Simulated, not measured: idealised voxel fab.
process module | voxel self aligned vias
cross-section cut | 195 nm wide | cells 5 nm
A cross-section is a grid of square cells, given in bands from the top down. A band is one or more rows of cells.
Each band's line starts with the height of the band's top and of its bottom, in nm. Then come its materials from left to right, each with its width in nm. One material with "throughout" fills the band from edge to edge. "air" is empty space.
Height 0 is the level under which the wafer as received is all one material. The lowest band goes on downwards, as in "0 down".
A width such as "30 to 40" changes by the same amount from each row of cells to the next, from the band's top row to its bottom row.
"no change" after a step means that no cell of the cross-section changed.
closed voids: empty space of 8 cells or more with no open way to the top, each as width x height at its distance from the left edge, in nm
after a step's settings: what the simulator itself notes on the step
overlay nm, on a step with a mask: how far to the right of its planned place the mask lay; to the left if negative
plan
1 op RECEIVE | material Si
2 op CONFORMAL_DEP | material SiO2 | thk nm 10
3 op CONFORMAL_DEP | material SiCN | thk nm 5
4 op DIRECTIONAL_DEP | material SiO2 | thk nm 20
5 op MASKED_ETCH | tone open | mask id LINES | width nm 25 | pitch nm 65 | etch materials SiO2 | depth nm 20 | overlay nm 0
6 op CONFORMAL_DEP | material TiN | thk nm 5
7 op FILL_DEP | material Ru | thk nm 5
8 op CMP | height nm 35
9 op SELECTIVE_ETCH | etch materials W Ru TiN | depth nm 5
10 op FILL_DEP | material SiN | thk nm 5
11 op CMP | height nm 35
12 op DIRECTIONAL_DEP | material SiO2 | thk nm 15
13 op DIRECTIONAL_DEP | material aC | thk nm 10
14 op PATTERN | tone open | mask id VIAS | material resist | width nm 45 | thk nm 25 | overlay nm 0
15 op DIRECTIONAL_ETCH | etch materials aC | depth nm 10
16 op STRIP | etch materials resist
17 op DIRECTIONAL_ETCH | etch materials SiO2 | depth nm 15
18 op DIRECTIONAL_ETCH | etch materials SiN | depth nm 5
19 op STRIP | etch materials aC
20 op CONFORMAL_DEP | material TiN | thk nm 5
21 op FILL_DEP | material Cu | thk nm 10
22 op CMP | height nm 50
23 op CONFORMAL_DEP | material SiCN | thk nm 5
as received, after step 1
  0 down: Si throughout
  closed voids: none
a wafer at the end: this start, this plan, one mistake
  55 to 50: SiCN throughout
  50 to 35: SiO2 40 | TiN 5 | Cu 35 | TiN 5 | SiO2 110
  35 to 30: SiO2 40 | TiN 45 | SiO2 30 | SiN 25 | SiO2 55
  30 to 20: SiO2 40 | TiN 15 | Ru 15 | TiN 15 | SiO2 30 | TiN 5 | Ru 15 | TiN 5 | SiO2 55
  20 to 15: SiO2 50 | TiN 25 | SiO2 40 | TiN 25 | SiO2 55
  15 to 10: SiCN throughout
  10 to 0: SiO2 throughout
  0 down: Si throughout
  closed voids: none
what went wrong: step 17 was run twice
